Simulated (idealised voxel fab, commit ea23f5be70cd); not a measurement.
You're looking at the process module voxel ribs on slabs.
Cross-sectional view cut (width: 190 nm; square cell size: 5 nm).
Bands, listed from the top down, are how a cross-section gets written in this document; the cross-section itself is a grid of square cells, and a band is one or more rows of them. A band entry consists of two parts. The first gives the height of the band's top and the height of its bottom, in nm. The rest lists the band's materials from left to right, each with its width in nm. A single material labelled with the word "everywhere" fills the band from edge to edge, and the word "air" marks empty space. Ref level 0: as-received wafer is one material below here. Bottom band extends down with no lower bound ("0 down"). Top row gets the first number, bottom row gets the second, and each row in between changes by the same step: that is how a band width like "30 to 40" works. The designation "nothing changed", where it is given for a processing step, indicates that no cell of the cross-section was altered in the course of that step. "Closed voids list": sealed empty spaces, 8 cells or more, no open way to top, listed width x height at distance, with distance from the left edge and width, height and distance in nm. The remark found on a step's line after its settings is issued by the simulator itself and pertains to that step. For masked steps, "overlay nm" on the step line gives how far right of plan the mask actually lay; a minus sign means it lay to the left.
### Here's what the planned process steps look like
- 1: RECEIVE,material Si
- 2: DIRECTIONAL_DEP,material SiO2,thk nm 25
- 3: DIRECTIONAL_DEP,material SiN,thk nm 15
- 4: PATTERN,tone cover,mask id RIB,material resist,width nm 25,thk nm 20,overlay nm 0
- 5: DIRECTIONAL_ETCH,etch materials SiN,depth nm 10
- 6: STRIP,etch materials resist
- 7: MASKED_ETCH,tone cover,mask id SLAB,width nm 75,etch materials SiN,depth nm 5,overlay nm 0
- 8: FILL_DEP,material SiO2,thk nm 15
- 9: CMP,height nm 50
- 10: DIRECTIONAL_DEP,material W,thk nm 5
- 11: PATTERN,tone cover,mask id HEATER,material resist,width nm 35,thk nm 20,overlay nm 0
- 12: DIRECTIONAL_ETCH,etch materials W,depth nm 5
- 13: STRIP,etch materials resist
- 14: CONFORMAL_DEP,material SiN,thk nm 10
### As-received state of the wafer in cross-section, equivalent to post-step 1
    0 down  Si everywhere
    Closed voids list: none
### Module complete, cross-section. Starting point and plan per above. One mistake made in running the module
    65 to 60  air (65), SiN (55), air (70)
    60 to 55  SiN everywhere
    55 to 50  SiN (75), W (35), SiN (80)
    50 to 40  SiO2 (80), SiN (25), SiO2 (85)
    40 to 35  SiO2 (55), SiN (75), SiO2 (60)
    35 to 25  SiN everywhere
    25 to 0  SiO2 everywhere
    0 down  Si everywhere
    Closed voids list: none
Deviation noted in wafer processing: step 3 was run on a setting that differed from the plan, and what really ran there is DIRECTIONAL_DEP,material SiN,thk nm 25
